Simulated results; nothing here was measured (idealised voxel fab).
The name of this process module is voxel self aligned contacts.
We display cut, a cross-section 270 nm in width whose square cells are each 5 nm.
In what follows, cross-sections appear as grids of square cells, described through bands that run from the top down, where every band is one or more rows of cells.
What a band's entry tells you: where the top is and where the bottom is, as heights in nm, and after that what lies inside, material by material from left to right, each with its width in nm. Empty space is written as the word "empty", and a single material marked with the word "edge to edge" occupies the band from edge to edge.
Height 0 is the level under which the wafer as received is all one material. The lowest band goes on downwards, as in "top 0, no bottom".
Think of "30 to 40" as a width that walks from the first number to the second as you go down the band, top row to bottom row, taking equal-sized steps from row to row.
Given "nothing different" for a step, no cell of the cross-section differs between before and after that step.
"Enclosed cavities" - sealed voids, min. 8 cells, no opening to top; format: width x height at distance (distance from left edge; nm throughout).
It should be noted that, on the line of a given step, the content following the step's settings is a remark produced by the simulator itself with respect to that step.
overlay nm: where the mask lay relative to plan, measured to the right, on steps with a mask; negatives go left.
Process steps - plan:
- 1: RECEIVE, material Si
- 2: OXIDIZE, depth nm 5
- 3: DIRECTIONAL_DEP, material polySi, thk nm 20
- 4: DIRECTIONAL_DEP, material SiN, thk nm 25
- 5: PATTERN, tone cover, mask id GATE, material resist, width nm 35, pitch nm 75, thk nm 15, overlay nm 0
- 6: DIRECTIONAL_ETCH, etch materials SiN, depth nm 25
- 7: DIRECTIONAL_ETCH, etch materials polySi, depth nm 20
- 8: STRIP, etch materials resist
- 9: CONFORMAL_DEP, material SiN, thk nm 10
- 10: DIRECTIONAL_ETCH, etch materials SiN, depth nm 10
- 11: FILL_DEP, material SiO2, thk nm 20
- 12: CMP, height nm 55
- 13: MASKED_ETCH, tone open, mask id CONTACT, width nm 50, etch materials SiO2, depth nm 60, overlay nm 0
- 14: CONFORMAL_DEP, material TiN, thk nm 5
- 15: FILL_DEP, material Ru, thk nm 5
- 16: CMP, height nm 55
- 17: CONFORMAL_DEP, material SiCN, thk nm 5
The cross-section here shows the wafer as received, i.e. in its state after step 1:
> top 0, no bottom  Si edge to edge
> Enclosed cavities: none
Wafer at module end, in section. Began as above, planned as above, run with one mistake:
> top 60, bottom 55  SiCN edge to edge
> top 55, bottom 45  Ru: 105 to 65; TiN: 5 to 45; SiO2: 50; TiN: 5 to 45; Ru: 105 to 65
> top 45, bottom 20  Ru: 65; TiN: 5; SiN: 55; SiO2: 20; SiN: 55; TiN: 5; Ru: 65
> top 20, bottom 0  Ru: 65; TiN: 5; SiN: 10; polySi: 35; SiN: 10; SiO2: 20; SiN: 10; polySi: 35; SiN: 10; TiN: 5; Ru: 65
> top 0, bottom -5  TiN: 70; SiO2: 130; TiN: 70
> top -5, no bottom  Si edge to edge
> Enclosed cavities: none
Heads up, the wafer didn't run the way we planned it: off-plan run, step 13, actual operation and settings MASKED_ETCH, tone cover, mask id CONTACT, width nm 50, etch materials SiO2, depth nm 60, overlay nm 0
